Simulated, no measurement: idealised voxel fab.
process module | voxel self aligned vias
Pictured: cross-section cut, 295 nm wide, on a grid of 5 nm square cells.
Cross-section, as written here: a square-cell grid given band by band from the top down, where a band holds one or more rows of cells. First you get the band's top height and its bottom height, in nm, and then the materials it's made of, left to right, with each width in nm. If you see a single material with "full width", that one covers the band edge to edge. "blank" is empty space. Heights are expressed relative to 0, this being the level below which the as-received wafer comprises one material exclusively. The lowest band is unbounded in the downward direction and is denoted as in "top 0, no bottom". The two numbers in a width such as "30..40" mark its ends across the band: the first belongs to the top row of cells, the second to the bottom row, and from each row to the next the width moves by the same amount. Where the words "changes: none" appear for a step, the cross-section shows no cell changed by that step; every cell remained as before. "Voids lacking openings" means: voids of 8 cells or more that are shut off from the top with no open way through. Written width x height at distance, distance from the left edge, in nm. Step line, after settings: the simulator's comment on this step. What "overlay nm" on a step's line means: if the step has a mask, that mask lay this far to the right of its planned place, or, when the value is negative, to the left.
# Planned process steps
1: RECEIVE: material Si
2: CONFORMAL_DEP: material SiO2, thk nm 10
3: CONFORMAL_DEP: material SiCN, thk nm 5
4: DIRECTIONAL_DEP: material SiO2, thk nm 25
5: DIRECTIONAL_DEP: material aC, thk nm 15
6: PATTERN: tone open, mask id LINES, material resist, width nm 30, pitch nm 65, thk nm 30, overlay nm 0
7: DIRECTIONAL_ETCH: etch materials aC, depth nm 15
8: STRIP: etch materials resist
9: DIRECTIONAL_ETCH: etch materials SiO2, depth nm 25
10: STRIP: etch materials aC
11: CONFORMAL_DEP: material TiN, thk nm 5
12: FILL_DEP: material W, thk nm 5
13: CMP: height nm 40
14: SELECTIVE_ETCH: etch materials W Ru TiN, depth nm 5
15: FILL_DEP: material SiN, thk nm 5
16: CMP: height nm 30
17: DIRECTIONAL_DEP: material SiO2, thk nm 15
18: DIRECTIONAL_DEP: material aC, thk nm 15
19: PATTERN: tone open, mask id VIAS, material resist, width nm 40, thk nm 35, overlay nm 0
20: DIRECTIONAL_ETCH: etch materials aC, depth nm 15
21: STRIP: etch materials resist
22: DIRECTIONAL_ETCH: etch materials SiO2, depth nm 15
23: DIRECTIONAL_ETCH: etch materials SiN, depth nm 5
24: STRIP: etch materials aC
25: CONFORMAL_DEP: material TiN, thk nm 5
26: FILL_DEP: material W, thk nm 5
27: CMP: height nm 55
28: CONFORMAL_DEP: material SiN, thk nm 5
The value of height nm given for step 16 in the plan refers to the first wafer; the wafers vary in this setting and are alike at the start.
# First of several wafers, received after step 1, in cross-section
	top 0, no bottom = Si full width
	Voids lacking openings: none
# Table: wafers, a row each; end-of-module cell change per material since receipt, gain (+), loss (-); then closed voids
height nm 30 | +59 SiCN | +59 SiN | +412 SiO2 | +85 TiN | +93 W | Voids lacking openings: none
height nm 35 | +59 SiCN | +59 SiN | +459 SiO2 | +89 TiN | +42 W | Voids lacking openings: none
height nm 40 | +59 SiCN | +65 SiN | +506 SiO2 | +38 TiN | +40 W | Voids lacking openings: none
height nm 45 | +59 SiCN | +122 SiN | +455 SiO2 | +36 TiN | +36 W | Voids lacking openings: none
